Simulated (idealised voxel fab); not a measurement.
You're looking at the process module voxel double patterning.
Xsec cut, 250 nm wide, square cell size 5 nm.
Notation: cross-section as square-cell grid; stated in bands, top first, going down; one or more cell rows per band.
Top, bottom (nm), then materials left to right with widths (nm); lone material tagged "everywhere" fills the whole band edge to edge; "blank" = empty space.
All heights in this document are referenced to 0, defined as the level beneath which the wafer, as received, consists entirely of one material. The lowest band is not bounded below; it extends indefinitely downward and is written in the form "0 nm and below".
The width entry "30->40" should be interpreted row by row: the top row of cells in the band takes the first number, the bottom row takes the second number, and the change between adjacent rows is uniform throughout.
For the purposes of this document, the phrase "nothing was modified" attached to a step denotes that no cell within the cross-section was modified by that step.
Entry "Fully enclosed voids" = empty spaces >= 8 cells with no open way to the top; each as width x height at distance, distance from left edge, all nm.
after a step's settings: what the simulator itself notes on the step
The "overlay nm" setting may appear on a step's line; for a step that uses a mask, it gives how far to the right of its planned position the mask lay, and a negative value indicates the left.
# This section lists the process steps that were planned
1 RECEIVE (material Si)
2 CONFORMAL_DEP (material SiO2; thk nm 10)
3 DIRECTIONAL_DEP (material W; thk nm 15)
4 DIRECTIONAL_DEP (material SiN; thk nm 10)
5 MASKED_ETCH (tone open; mask id FIRST; width nm 15; pitch nm 50; etch materials SiN; depth nm 10; overlay nm 0)
6 MASKED_ETCH (tone open; mask id SECOND; width nm 15; etch materials SiN; depth nm 10; overlay nm 0)
7 DIRECTIONAL_ETCH (etch materials W; depth nm 15)
8 STRIP (etch materials SiN)
# This is the cross-section of the wafer as we received it, i.e. after step 1
    0 nm and below | Si everywhere
    Fully enclosed voids: none
# Cross-section, first of two wafers, end of module, run as planned
    25 nm to 10 nm | W 90 nm, blank 15 nm, W 10 nm, blank 15 nm, W 10 nm, blank 15 nm, W 95 nm
    10 nm to 0 nm | SiO2 everywhere
    0 nm and below | Si everywhere
    Fully enclosed voids: none
# End-of-module cross-section of the second wafer: identical starting point and process plan to the first, with one processing mistake
    25 nm to 10 nm | W 90 nm, blank 15 nm, W 10 nm, blank 15 nm, W 10 nm, blank 15 nm, W 95 nm
    10 nm to 0 nm | W everywhere
    0 nm and below | Si everywhere
    Fully enclosed voids: none
Plan not followed: step 2, actual vs plan mismatch, actual run CONFORMAL_DEP (material W; thk nm 10)
Final difference in cells, second wafer against first, listed per material as more or fewer: SiO2 -100 | W +100
